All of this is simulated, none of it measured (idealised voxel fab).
Process module, titled voxel wiring stack
cross-section cut | 250 nm wide | cells 5 nm
Bands, listed from the top down, are how a cross-section gets written in this document; the cross-section itself is a grid of square cells, and a band is one or more rows of them. Basically the band line says how high the top is and how high the bottom is, in nm, and then what's in it from left to right, every material with its width in nm. Empty space shows up as "empty", and if a single material carries "full width" it runs the full band edge to edge. All heights in this document are referenced to 0, defined as the level beneath which the wafer, as received, consists entirely of one material. The lowest band is not bounded below; it extends indefinitely downward and is written in the form "z 0 and below". A width such as "30..40" changes by the same amount from each row of cells to the next, from the band's top row to its bottom row. "no change", as given for a step, is the statement that not any cell of the cross-section underwent a change during that step. Any empty space of 8 cells or more lacking an open way to the top shows up in "Enclosed cavities" as width x height at distance, distance from the left edge, in nm. On each step's line, the part that comes after the settings is the simulator's own comment on the step. overlay nm: on a step with a mask, how far right of its planned place the mask lay; negative means left.

THE PLANNED PROCESS STEPS ARE ENUMERATED HEREUNDER
step 1: RECEIVE (material Si)
step 2: CONFORMAL_DEP (material SiO2; thk nm 15)
step 3: CONFORMAL_DEP (material SiN; thk nm 5)
step 4: DIRECTIONAL_DEP (material SiO2; thk nm 15)
step 5: DIRECTIONAL_DEP (material aC; thk nm 15)
step 6: PATTERN (tone open; mask id METAL_1; material resist; width nm 30; pitch nm 60; thk nm 30; overlay nm 0)
step 7: DIRECTIONAL_ETCH (etch materials aC; depth nm 15)
step 8: STRIP (etch materials resist)
step 9: DIRECTIONAL_ETCH (etch materials SiO2; depth nm 15)
step 10: DIRECTIONAL_ETCH (etch materials SiN; depth nm 5)
step 11: STRIP (etch materials aC)
step 12: CONFORMAL_DEP (material TiN; thk nm 5)
step 13: FILL_DEP (material Cu; thk nm 10)
step 14: CMP (height nm 35)
step 15: EPI (material Ru; thk nm 5)
step 16: FILL_DEP (material SiCN; thk nm 5)
step 17: DIRECTIONAL_DEP (material SiO2; thk nm 10)
step 18: DIRECTIONAL_DEP (material aC; thk nm 15)
step 19: PATTERN (tone open; mask id PLUG_1; material resist; width nm 15; pitch nm 60; thk nm 30; overlay nm 0)
step 20: DIRECTIONAL_ETCH (etch materials aC; depth nm 15)
step 21: STRIP (etch materials resist)
step 22: DIRECTIONAL_ETCH (etch materials SiO2; depth nm 10)
step 23: DIRECTIONAL_ETCH (etch materials SiCN; depth nm 5)
step 24: STRIP (etch materials aC)
step 25: EPI (material Ru; thk nm 10)
step 26: EPI (material Ru; thk nm 5)
step 27: CONFORMAL_DEP (material SiCN; thk nm 5)
step 28: DIRECTIONAL_DEP (material lowk; thk nm 20)
step 29: DIRECTIONAL_DEP (material aC; thk nm 15)
step 30: PATTERN (tone open; mask id METAL_2; material resist; width nm 30; pitch nm 60; thk nm 30; overlay nm 0)
step 31: DIRECTIONAL_ETCH (etch materials aC; depth nm 15)
step 32: STRIP (etch materials resist)
step 33: DIRECTIONAL_ETCH (etch materials lowk; depth nm 20)
step 34: DIRECTIONAL_ETCH (etch materials SiCN; depth nm 5)
step 35: STRIP (etch materials aC)
step 36: CONFORMAL_DEP (material TiN; thk nm 5)
step 37: FILL_DEP (material W; thk nm 10)
step 38: CMP (height nm 80)
step 39: CONFORMAL_DEP (material SiCN; thk nm 5)
step 40: DIRECTIONAL_DEP (material SiO2; thk nm 30)
step 41: DIRECTIONAL_DEP (material aC; thk nm 15)
step 42: PATTERN (tone open; mask id METAL_3_HOLES; material resist; width nm 15; pitch nm 60; thk nm 35; overlay nm 0)
step 43: DIRECTIONAL_ETCH (etch materials aC; depth nm 15)
step 44: STRIP (etch materials resist)
step 45: DIRECTIONAL_ETCH (etch materials SiO2; depth nm 30)
step 46: STRIP (etch materials aC)
step 47: MASKED_ETCH (tone open; mask id METAL_3; width nm 30; pitch nm 60; etch materials SiO2; depth nm 15; overlay nm 0)
step 48: MASKED_ETCH (tone open; mask id METAL_3; width nm 30; pitch nm 60; etch materials SiCN; depth nm 5; overlay nm 0)
step 49: CONFORMAL_DEP (material TiN; thk nm 5)
step 50: FILL_DEP (material Ru; thk nm 10)
step 51: CMP (height nm 115)
step 52: CONFORMAL_DEP (material SiCN; thk nm 5)
step 53: DIRECTIONAL_DEP (material lowk; thk nm 25)
step 54: PATTERN (tone open; mask id METAL_4_HOLES; material resist; width nm 15; thk nm 15; overlay nm 0)
step 55: DIRECTIONAL_ETCH (etch materials lowk; depth nm 25)
step 56: STRIP (etch materials resist)
step 57: MASKED_ETCH (tone open; mask id METAL_4; width nm 30; pitch nm 60; etch materials lowk; depth nm 15; overlay nm 0)
step 58: MASKED_ETCH (tone open; mask id METAL_4; width nm 30; pitch nm 60; etch materials SiCN; depth nm 5; overlay nm 0)
step 59: CONFORMAL_DEP (material TiN; thk nm 5)
step 60: FILL_DEP (material Cu; thk nm 10)
step 61: CMP (height nm 145)
step 62: CONFORMAL_DEP (material SiCN; thk nm 5)

CROSS-SECTIONAL VIEW OF THE WAFER IN ITS AS-RECEIVED CONDITION, CORRESPONDING TO THE STATE AFTER STEP 1
z 0 and below | Si full width
Enclosed cavities: none

POST-MODULE CROSS-SECTION OF THE FIRST OF TWO WAFERS (RUN PER PLAN)
z 150 to 145 | SiCN full width
z 145 to 135 | lowk 80, then TiN 5, then Cu 20, then TiN 5, then lowk 30, then TiN 5, then Cu 20, then TiN 5, then lowk 80
z 135 to 130 | lowk 80, then TiN 5, then Cu 5, then TiN 20, then lowk 30, then TiN 30, then lowk 80
z 130 to 120 | lowk 80, then TiN 5, then Cu 5, then TiN 5, then lowk 155
z 120 to 115 | SiCN 80, then TiN 15, then SiCN 155
z 115 to 105 | SiO2 80, then TiN 5, then Ru 20, then TiN 5, then SiO2 30, then TiN 5, then Ru 20, then TiN 5, then SiO2 80
z 105 to 100 | SiO2 80, then TiN 5, then Ru 5, then TiN 20, then SiO2 30, then TiN 5, then Ru 5, then TiN 20, then SiO2 80
z 100 to 85 | SiO2 80, then TiN 5, then Ru 5, then TiN 5, then SiO2 45, then TiN 5, then Ru 5, then TiN 5, then SiO2 95
z 85 to 80 | SiCN 80, then TiN 15, then SiCN 45, then TiN 15, then SiCN 95
z 80 to 60 | lowk 80, then TiN 5, then W 20, then TiN 5, then lowk 30, then TiN 5, then W 20, then TiN 5, then lowk 80
z 60 to 55 | SiCN 80, then TiN 30, then SiCN 30, then TiN 30, then SiCN 80
z 55 to 45 | SiO2 80, then Ru 15, then SiO2 45, then Ru 15, then SiO2 95
z 45 to 35 | SiCN 80..75, then Ru 15..40, then SiCN 45..20, then Ru 15..40, then SiCN 95..75
z 35 to 20 | SiO2 80, then TiN 5, then Cu 20, then TiN 5, then SiO2 30, then TiN 5, then Cu 20, then TiN 5, then SiO2 80
z 20 to 15 | SiN 80, then TiN 30, then SiN 30, then TiN 30, then SiN 80
z 15 to 0 | SiO2 full width
z 0 and below | Si full width
Enclosed cavities: none

HERE'S THE SECOND OF OUR TWO WAFERS SECTIONED AT MODULE END. SAME START AS THE FIRST, SAME PLAN, BUT ONE MISTAKE GOT MADE RUNNING IT
z 150 to 145 | SiCN full width
z 145 to 135 | lowk 80, then TiN 5, then Cu 20, then TiN 5, then lowk 30, then TiN 5, then Cu 20, then TiN 5, then lowk 80
z 135 to 130 | lowk 80, then TiN 5, then Cu 5, then TiN 20, then lowk 30, then TiN 30, then lowk 80
z 130 to 120 | lowk 80, then TiN 5, then Cu 5, then TiN 5, then lowk 155
z 120 to 115 | SiCN 80, then TiN 15, then SiCN 155
z 115 to 105 | SiO2 80, then TiN 5, then Ru 20, then TiN 5, then SiO2 30, then TiN 5, then Ru 20, then TiN 5, then SiO2 80
z 105 to 100 | SiO2 80, then TiN 5, then Ru 5, then TiN 20, then SiO2 30, then TiN 5, then Ru 5, then TiN 20, then SiO2 80
z 100 to 85 | SiO2 80, then TiN 5, then Ru 5, then TiN 5, then SiO2 45, then TiN 5, then Ru 5, then TiN 5, then SiO2 95
z 85 to 80 | SiCN 80, then TiN 15, then SiCN 45, then TiN 15, then SiCN 95
z 80 to 70 | lowk 80, then TiN 5, then W 20, then TiN 5, then lowk 30, then TiN 5, then W 20, then TiN 5, then lowk 80
z 70 to 65 | lowk 65, then SiCN 15, then TiN 30, then lowk 15, then SiCN 15, then TiN 30, then lowk 80
z 65 to 60 | lowk 65, then SiCN 5, then Ru 35, then SiCN 5, then lowk 15, then SiCN 5, then Ru 35, then SiCN 5, then lowk 80
z 60 to 55 | SiCN 70, then Ru 35, then SiCN 25, then Ru 35, then SiCN 85
z 55 to 45 | SiO2 80, then Ru 15, then SiO2 45, then Ru 15, then SiO2 95
z 45 to 35 | SiCN 80..75, then Ru 15..40, then SiCN 45..20, then Ru 15..40, then SiCN 95..75
z 35 to 20 | SiO2 80, then TiN 5, then Cu 20, then TiN 5, then SiO2 30, then TiN 5, then Cu 20, then TiN 5, then SiO2 80
z 20 to 15 | SiN 80, then TiN 30, then SiN 30, then TiN 30, then SiN 80
z 15 to 0 | SiO2 full width
z 0 and below | Si full width
Enclosed cavities: none
Deviation from plan: the plan had its step 25 run twice
Final comparison by cell count, materials where the second wafer has more or fewer than the first: Ru +28, SiCN +8, TiN -8, W -16, lowk -12
